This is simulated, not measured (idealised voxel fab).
process module | voxel released beams
cross-section cut | 160 nm wide | cells 5 nm
A cross-section is a grid of square cells, given in bands from the top down. A band is one or more rows of cells.
Each band's line starts with the height of the band's top and of its bottom, in nm. Then come its materials from left to right, each with its width in nm. One material with "throughout" fills the band from edge to edge. "air" is empty space.
Height 0 is the level under which the wafer as received is all one material. The lowest band goes on downwards, as in "0 down".
A width such as "30 to 40" changes by the same amount from each row of cells to the next, from the band's top row to its bottom row.
"no change" after a step means that no cell of the cross-section changed.
closed voids: empty space of 8 cells or more with no open way to the top, each as width x height at its distance from the left edge, in nm
after a step's settings: what the simulator itself notes on the step
overlay nm, on a step with a mask: how far to the right of its planned place the mask lay; to the left if negative
plan
1 op RECEIVE | material Si
2 op CONFORMAL_DEP | material Al2O3 | thk nm 10
3 op DIRECTIONAL_DEP | material SiO2 | thk nm 20
4 op DIRECTIONAL_DEP | material aC | thk nm 15
5 op PATTERN | tone open | mask id ANCHOR | material resist | width nm 25 | thk nm 30 | overlay nm 0
6 op DIRECTIONAL_ETCH | etch materials aC | depth nm 15
7 op STRIP | etch materials resist
8 op DIRECTIONAL_ETCH | etch materials SiO2 | depth nm 20
9 op STRIP | etch materials aC
10 op CONFORMAL_DEP | material W | thk nm 10
11 op PATTERN | tone cover | mask id BEAM | material resist | width nm 80 | thk nm 20 | overlay nm 0
12 op DIRECTIONAL_ETCH | etch materials W | depth nm 10
13 op STRIP | etch materials resist
14 op STRIP | etch materials SiO2
first wafer, as planned
as received, after step 1
  0 down: Si throughout
  closed voids: none
after step 2
  10 to 0: Al2O3 throughout
  below 0: unchanged
after step 3
  30 to 10: SiO2 throughout
  below 10: unchanged
after step 4
  45 to 30: aC throughout
  below 30: unchanged
after step 5
  75 to 45: resist 40 | air 25 | resist 95
  below 45: unchanged
after step 6
  60 to 45: resist 40 | air 25 | resist 95
  45 to 30: aC 40 | air 25 | aC 95
  below 30: unchanged
after step 7
  45 to 30: aC 40 | air 25 | aC 95
  below 30: unchanged
after step 8
  45 to 30: aC 40 | air 25 | aC 95
  30 to 10: SiO2 40 | air 25 | SiO2 95
  below 10: unchanged
after step 9
  30 to 10: SiO2 40 | air 25 | SiO2 95
  below 10: unchanged
after step 10
  40 to 30: W 50 | air 5 | W 105
  30 to 20: SiO2 40 | W 10 | air 5 | W 10 | SiO2 95
  20 to 10: SiO2 40 | W 25 | SiO2 95
  below 10: unchanged
after step 11
  60 to 40: air 35 | resist 80 | air 45
  40 to 30: W 50 | resist 5 | W 105
  30 to 20: SiO2 40 | W 10 | resist 5 | W 10 | SiO2 95
  below 20: unchanged
after step 12
  60 to 40: air 35 | resist 80 | air 45
  40 to 30: air 35 | W 15 | resist 5 | W 60 | air 45
  below 30: unchanged
after step 13
  40 to 30: air 35 | W 15 | air 5 | W 60 | air 45
  30 to 20: SiO2 40 | W 10 | air 5 | W 10 | SiO2 95
  below 20: unchanged
after step 14
  40 to 30: air 35 | W 15 | air 5 | W 60 | air 45
  30 to 20: air 40 | W 10 | air 5 | W 10 | air 95
  20 to 10: air 40 | W 25 | air 95
  below 10: unchanged
second wafer: like start, like plan, one mistake. Through step 4 it matches the first wafer
when step 5 should have ended
  75 to 45: resist 40 | air 30 | resist 90
  below 45: unchanged
when step 6 should have ended
  60 to 45: resist 40 | air 30 | resist 90
  45 to 30: aC 40 | air 30 | aC 90
  below 30: unchanged
when step 7 should have ended
  45 to 30: aC 40 | air 30 | aC 90
  below 30: unchanged
when step 8 should have ended
  45 to 30: aC 40 | air 30 | aC 90
  30 to 10: SiO2 40 | air 30 | SiO2 90
  below 10: unchanged
when step 9 should have ended
  30 to 10: SiO2 40 | air 30 | SiO2 90
  below 10: unchanged
when step 10 should have ended
  40 to 30: W 50 | air 10 | W 100
  30 to 20: SiO2 40 | W 10 | air 10 | W 10 | SiO2 90
  20 to 10: SiO2 40 | W 30 | SiO2 90
  below 10: unchanged
when step 11 should have ended
  60 to 40: air 35 | resist 80 | air 45
  40 to 30: W 50 | resist 10 | W 100
  30 to 20: SiO2 40 | W 10 | resist 10 | W 10 | SiO2 90
  below 20: unchanged
when step 12 should have ended
  60 to 40: air 35 | resist 80 | air 45
  40 to 30: air 35 | W 15 | resist 10 | W 55 | air 45
  below 30: unchanged
when step 13 should have ended
  40 to 30: air 35 | W 15 | air 10 | W 55 | air 45
  30 to 20: SiO2 40 | W 10 | air 10 | W 10 | SiO2 90
  below 20: unchanged
when step 14 should have ended
  40 to 30: air 35 | W 15 | air 10 | W 55 | air 45
  30 to 20: air 40 | W 10 | air 10 | W 10 | air 90
  20 to 10: air 40 | W 30 | air 90
  below 10: unchanged
what went wrong: step 5 ran as: op PATTERN | tone open | mask id ANCHOR | material resist | width nm 30 | thk nm 30 | overlay nm 0
at the end the second wafer has, in cells: as many of each material as the first, in other places
